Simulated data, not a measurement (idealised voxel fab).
The process module presented herein is designated voxel self aligned contacts.
It is cross-section cut that appears here, measuring 265 nm in width, its square cells being 5 nm in size.
How to read a cross-section here: the picture is a grid of square cells, written as bands going from the top down, and any band can span one or more rows of cells.
Each band's line starts with the height of the band's top and of its bottom, in nm. Then come its materials from left to right, each with its width in nm. One material with "all across" fills the band from edge to edge. "blank" is empty space.
Note: height 0 marks the level under which the wafer is uniformly one material as received. Lowest band unbounded below, written "z 0 and below".
You'd read "30 to 40" like this: the band's top row of cells is as wide as the first number, its bottom row is as wide as the second, and going down, every row changes width by the same amount as the row before did.
The designation "nothing altered", where it is given for a processing step, indicates that no cell of the cross-section was altered in the course of that step.
"Unvented internal voids" contains a list of empty spaces, each no smaller than 8 cells and without an open way to the top, written in the form width x height at distance with the distance from the left edge and all three in nm.
Post-settings text on a step line: simulator's own remark regarding the step.
"overlay nm" answers the question of how far to the right of plan the mask lay on a step that has a mask, and when it is negative the answer is to the left.
-- Steps in the process plan
step 1: RECEIVE, material Si
step 2: OXIDIZE, depth nm 5
step 3: DIRECTIONAL_DEP, material polySi, thk nm 30
step 4: DIRECTIONAL_DEP, material SiN, thk nm 20
step 5: DIRECTIONAL_DEP, material aC, thk nm 15
step 6: PATTERN, tone cover, mask id GATE, material resist, width nm 35, pitch nm 70, thk nm 30, overlay nm 0
step 7: DIRECTIONAL_ETCH, etch materials aC, depth nm 15
step 8: STRIP, etch materials resist
step 9: DIRECTIONAL_ETCH, etch materials SiN, depth nm 20
step 10: DIRECTIONAL_ETCH, etch materials polySi, depth nm 30
step 11: STRIP, etch materials aC
step 12: CONFORMAL_DEP, material SiN, thk nm 5
step 13: DIRECTIONAL_ETCH, etch materials SiN, depth nm 5
step 14: FILL_DEP, material SiO2, thk nm 10
step 15: CMP, height nm 55
step 16: PATTERN, tone open, mask id CONTACT, material resist, width nm 55, thk nm 15, overlay nm 0
step 17: DIRECTIONAL_ETCH, etch materials SiO2, depth nm 60
step 18: STRIP, etch materials resist
step 19: CONFORMAL_DEP, material TiN, thk nm 5
step 20: FILL_DEP, material Ru, thk nm 10
step 21: CMP, height nm 55
step 22: CONFORMAL_DEP, material SiN, thk nm 5
-- The following pertains to the first of two wafers, which was processed as planned
-- Shown in cross-section is the wafer as received, that is, as it stands after step 1
  z 0 and below = Si all across
  Unvented internal voids: none
-- After step 2: wafer cross-section
  z 0 to -5 = SiO2 all across
  Lower than -5, everything is as it was.
-- After step 3: wafer cross-section
  z 30 to 0 = polySi all across
  Lower than 0, everything is as it was.
-- After step 4: wafer cross-section
  z 50 to 30 = SiN all across
  Lower than 30, everything is as it was.
-- After step 5: wafer cross-section
  z 65 to 50 = aC all across
  Lower than 50, everything is as it was.
-- After step 6: wafer cross-section
  z 95 to 65 = blank 80 nm, resist 35 nm, blank 35 nm, resist 35 nm, blank 80 nm
  Lower than 65, everything is as it was.
-- After step 7: wafer cross-section
  z 80 to 65 = blank 80 nm, resist 35 nm, blank 35 nm, resist 35 nm, blank 80 nm
  z 65 to 50 = blank 80 nm, aC 35 nm, blank 35 nm, aC 35 nm, blank 80 nm
  Lower than 50, everything is as it was.
-- After step 8: wafer cross-section
  z 65 to 50 = blank 80 nm, aC 35 nm, blank 35 nm, aC 35 nm, blank 80 nm
  Lower than 50, everything is as it was.
-- After step 9: wafer cross-section
  z 65 to 50 = blank 80 nm, aC 35 nm, blank 35 nm, aC 35 nm, blank 80 nm
  z 50 to 30 = blank 80 nm, SiN 35 nm, blank 35 nm, SiN 35 nm, blank 80 nm
  Lower than 30, everything is as it was.
-- After step 10: wafer cross-section
  z 65 to 50 = blank 80 nm, aC 35 nm, blank 35 nm, aC 35 nm, blank 80 nm
  z 50 to 30 = blank 80 nm, SiN 35 nm, blank 35 nm, SiN 35 nm, blank 80 nm
  z 30 to 0 = blank 80 nm, polySi 35 nm, blank 35 nm, polySi 35 nm, blank 80 nm
  Lower than 0, everything is as it was.
-- After step 11: wafer cross-section
  z 50 to 30 = blank 80 nm, SiN 35 nm, blank 35 nm, SiN 35 nm, blank 80 nm
  Lower than 30, everything is as it was.
-- After step 12: wafer cross-section
  z 55 to 30 = blank 75 nm, SiN 45 nm, blank 25 nm, SiN 45 nm, blank 75 nm
  z 30 to 5 = blank 75 nm, SiN 5 nm, polySi 35 nm, SiN 5 nm, blank 25 nm, SiN 5 nm, polySi 35 nm, SiN 5 nm, blank 75 nm
  z 5 to 0 = SiN 80 nm, polySi 35 nm, SiN 35 nm, polySi 35 nm, SiN 80 nm
  Lower than 0, everything is as it was.
-- After step 13: wafer cross-section
  z 50 to 30 = blank 75 nm, SiN 45 nm, blank 25 nm, SiN 45 nm, blank 75 nm
  z 30 to 0 = blank 75 nm, SiN 5 nm, polySi 35 nm, SiN 5 nm, blank 25 nm, SiN 5 nm, polySi 35 nm, SiN 5 nm, blank 75 nm
  Lower than 0, everything is as it was.
-- After step 14: wafer cross-section
  z 60 to 50 = SiO2 all across
  z 50 to 30 = SiO2 75 nm, SiN 45 nm, SiO2 25 nm, SiN 45 nm, SiO2 75 nm
  z 30 to 0 = SiO2 75 nm, SiN 5 nm, polySi 35 nm, SiN 5 nm, SiO2 25 nm, SiN 5 nm, polySi 35 nm, SiN 5 nm, SiO2 75 nm
  Lower than 0, everything is as it was.
-- After step 15: wafer cross-section
  z 55 to 50 = SiO2 all across
  Lower than 50, everything is as it was.
-- After step 16: wafer cross-section
  z 70 to 55 = resist 105 nm, blank 55 nm, resist 105 nm
  Lower than 55, everything is as it was.
-- After step 17: wafer cross-section
  z 70 to 55 = resist 105 nm, blank 55 nm, resist 105 nm
  z 55 to 50 = SiO2 105 nm, blank 55 nm, SiO2 105 nm
  z 50 to 30 = SiO2 75 nm, SiN 45 nm, blank 25 nm, SiN 45 nm, SiO2 75 nm
  z 30 to 0 = SiO2 75 nm, SiN 5 nm, polySi 35 nm, SiN 5 nm, blank 25 nm, SiN 5 nm, polySi 35 nm, SiN 5 nm, SiO2 75 nm
  z 0 to -5 = SiO2 120 nm, blank 25 nm, SiO2 120 nm
  Lower than -5, everything is as it was.
-- After step 18: wafer cross-section
  z 55 to 50 = SiO2 105 nm, blank 55 nm, SiO2 105 nm
  Lower than 50, everything is as it was.
-- After step 19: wafer cross-section
  z 60 to 55 = TiN 110 nm, blank 45 nm, TiN 110 nm
  z 55 to 50 = SiO2 105 nm, TiN 20 nm, blank 15 nm, TiN 20 nm, SiO2 105 nm
  z 50 to 30 = SiO2 75 nm, SiN 45 nm, TiN 5 nm, blank 15 nm, TiN 5 nm, SiN 45 nm, SiO2 75 nm
  z 30 to 0 = SiO2 75 nm, SiN 5 nm, polySi 35 nm, SiN 5 nm, TiN 5 nm, blank 15 nm, TiN 5 nm, SiN 5 nm, polySi 35 nm, SiN 5 nm, SiO2 75 nm
  z 0 to -5 = SiO2 120 nm, TiN 25 nm, SiO2 120 nm
  Lower than -5, everything is as it was.
-- After step 20: wafer cross-section
  z 70 to 60 = Ru all across
  z 60 to 55 = TiN 110 nm, Ru 45 nm, TiN 110 nm
  z 55 to 50 = SiO2 105 nm, TiN 20 nm, Ru 15 nm, TiN 20 nm, SiO2 105 nm
  z 50 to 30 = SiO2 75 nm, SiN 45 nm, TiN 5 nm, Ru 15 nm, TiN 5 nm, SiN 45 nm, SiO2 75 nm
  z 30 to 0 = SiO2 75 nm, SiN 5 nm, polySi 35 nm, SiN 5 nm, TiN 5 nm, Ru 15 nm, TiN 5 nm, SiN 5 nm, polySi 35 nm, SiN 5 nm, SiO2 75 nm
  Lower than 0, everything is as it was.
-- After step 21: wafer cross-section
  z 55 to 50 = SiO2 105 nm, TiN 20 nm, Ru 15 nm, TiN 20 nm, SiO2 105 nm
  Lower than 50, everything is as it was.
-- After step 22: wafer cross-section
  z 60 to 55 = SiN all across
  Lower than 55, everything is as it was.
-- Second wafer. Start and plan as for the first. One mistake made in running. Agrees with the first up to and including step 2
-- Cross-section, second wafer, at the end time the plan gives for step 3
  z 60 to 0 = polySi all across
  Lower than 0, everything is as it was.
-- Cross-section, second wafer, at the end time the plan gives for step 4
  z 80 to 60 = SiN all across
  Lower than 60, everything is as it was.
-- Cross-section, second wafer, at the end time the plan gives for step 5
  z 95 to 80 = aC all across
  Lower than 80, everything is as it was.
-- Cross-section, second wafer, at the end time the plan gives for step 6
  z 125 to 95 = blank 80 nm, resist 35 nm, blank 35 nm, resist 35 nm, blank 80 nm
  Lower than 95, everything is as it was.
-- Cross-section, second wafer, at the end time the plan gives for step 7
  z 110 to 95 = blank 80 nm, resist 35 nm, blank 35 nm, resist 35 nm, blank 80 nm
  z 95 to 80 = blank 80 nm, aC 35 nm, blank 35 nm, aC 35 nm, blank 80 nm
  Lower than 80, everything is as it was.
-- Cross-section, second wafer, at the end time the plan gives for step 8
  z 95 to 80 = blank 80 nm, aC 35 nm, blank 35 nm, aC 35 nm, blank 80 nm
  Lower than 80, everything is as it was.
-- Cross-section, second wafer, at the end time the plan gives for step 9
  z 95 to 80 = blank 80 nm, aC 35 nm, blank 35 nm, aC 35 nm, blank 80 nm
  z 80 to 60 = blank 80 nm, SiN 35 nm, blank 35 nm, SiN 35 nm, blank 80 nm
  Lower than 60, everything is as it was.
-- Cross-section, second wafer, at the end time the plan gives for step 10
  z 95 to 80 = blank 80 nm, aC 35 nm, blank 35 nm, aC 35 nm, blank 80 nm
  z 80 to 60 = blank 80 nm, SiN 35 nm, blank 35 nm, SiN 35 nm, blank 80 nm
  z 60 to 30 = blank 80 nm, polySi 35 nm, blank 35 nm, polySi 35 nm, blank 80 nm
  Lower than 30, everything is as it was.
-- Cross-section, second wafer, at the end time the plan gives for step 11
  z 80 to 60 = blank 80 nm, SiN 35 nm, blank 35 nm, SiN 35 nm, blank 80 nm
  Lower than 60, everything is as it was.
-- Cross-section, second wafer, at the end time the plan gives for step 12
  z 85 to 60 = blank 75 nm, SiN 45 nm, blank 25 nm, SiN 45 nm, blank 75 nm
  z 60 to 35 = blank 75 nm, SiN 5 nm, polySi 35 nm, SiN 5 nm, blank 25 nm, SiN 5 nm, polySi 35 nm, SiN 5 nm, blank 75 nm
  z 35 to 30 = SiN 80 nm, polySi 35 nm, SiN 35 nm, polySi 35 nm, SiN 80 nm
  Lower than 30, everything is as it was.
-- Cross-section, second wafer, at the end time the plan gives for step 13
  z 80 to 60 = blank 75 nm, SiN 45 nm, blank 25 nm, SiN 45 nm, blank 75 nm
  z 60 to 30 = blank 75 nm, SiN 5 nm, polySi 35 nm, SiN 5 nm, blank 25 nm, SiN 5 nm, polySi 35 nm, SiN 5 nm, blank 75 nm
  Lower than 30, everything is as it was.
-- Cross-section, second wafer, at the end time the plan gives for step 14
  z 90 to 80 = SiO2 all across
  z 80 to 60 = SiO2 75 nm, SiN 45 nm, SiO2 25 nm, SiN 45 nm, SiO2 75 nm
  z 60 to 30 = SiO2 75 nm, SiN 5 nm, polySi 35 nm, SiN 5 nm, SiO2 25 nm, SiN 5 nm, polySi 35 nm, SiN 5 nm, SiO2 75 nm
  Lower than 30, everything is as it was.
-- Cross-section, second wafer, at the end time the plan gives for step 15
  z 55 to 30 = SiO2 75 nm, SiN 5 nm, polySi 35 nm, SiN 5 nm, SiO2 25 nm, SiN 5 nm, polySi 35 nm, SiN 5 nm, SiO2 75 nm
  Lower than 30, everything is as it was.
-- Cross-section, second wafer, at the end time the plan gives for step 16
  z 70 to 55 = resist 105 nm, blank 55 nm, resist 105 nm
  Lower than 55, everything is as it was.
-- Cross-section, second wafer, at the end time the plan gives for step 17
  z 70 to 55 = resist 105 nm, blank 55 nm, resist 105 nm
  z 55 to 30 = SiO2 75 nm, SiN 5 nm, polySi 35 nm, SiN 5 nm, blank 25 nm, SiN 5 nm, polySi 35 nm, SiN 5 nm, SiO2 75 nm
  Lower than 30, everything is as it was.
-- Cross-section, second wafer, at the end time the plan gives for step 18
  z 55 to 30 = SiO2 75 nm, SiN 5 nm, polySi 35 nm, SiN 5 nm, blank 25 nm, SiN 5 nm, polySi 35 nm, SiN 5 nm, SiO2 75 nm
  Lower than 30, everything is as it was.
-- Cross-section, second wafer, at the end time the plan gives for step 19
  z 60 to 55 = TiN 125 nm, blank 15 nm, TiN 125 nm
  z 55 to 35 = SiO2 75 nm, SiN 5 nm, polySi 35 nm, SiN 5 nm, TiN 5 nm, blank 15 nm, TiN 5 nm, SiN 5 nm, polySi 35 nm, SiN 5 nm, SiO2 75 nm
  z 35 to 30 = SiO2 75 nm, SiN 5 nm, polySi 35 nm, SiN 5 nm, TiN 25 nm, SiN 5 nm, polySi 35 nm, SiN 5 nm, SiO2 75 nm
  Lower than 30, everything is as it was.
-- Cross-section, second wafer, at the end time the plan gives for step 20
  z 70 to 60 = Ru all across
  z 60 to 55 = TiN 125 nm, Ru 15 nm, TiN 125 nm
  z 55 to 35 = SiO2 75 nm, SiN 5 nm, polySi 35 nm, SiN 5 nm, TiN 5 nm, Ru 15 nm, TiN 5 nm, SiN 5 nm, polySi 35 nm, SiN 5 nm, SiO2 75 nm
  Lower than 35, everything is as it was.
-- Cross-section, second wafer, at the end time the plan gives for step 21
  z 55 to 35 = SiO2 75 nm, SiN 5 nm, polySi 35 nm, SiN 5 nm, TiN 5 nm, Ru 15 nm, TiN 5 nm, SiN 5 nm, polySi 35 nm, SiN 5 nm, SiO2 75 nm
  Lower than 35, everything is as it was.
-- Cross-section, second wafer, at the end time the plan gives for step 22
  z 60 to 55 = SiN all across
  Lower than 55, everything is as it was.
Error vs. plan: step 3 of the plan saw execution twice
Count the cells at the end and the second wafer has more or fewer of some materials than the first: Ru -21 | SiN -76 | SiO2 -187 | TiN -20 | polySi +304
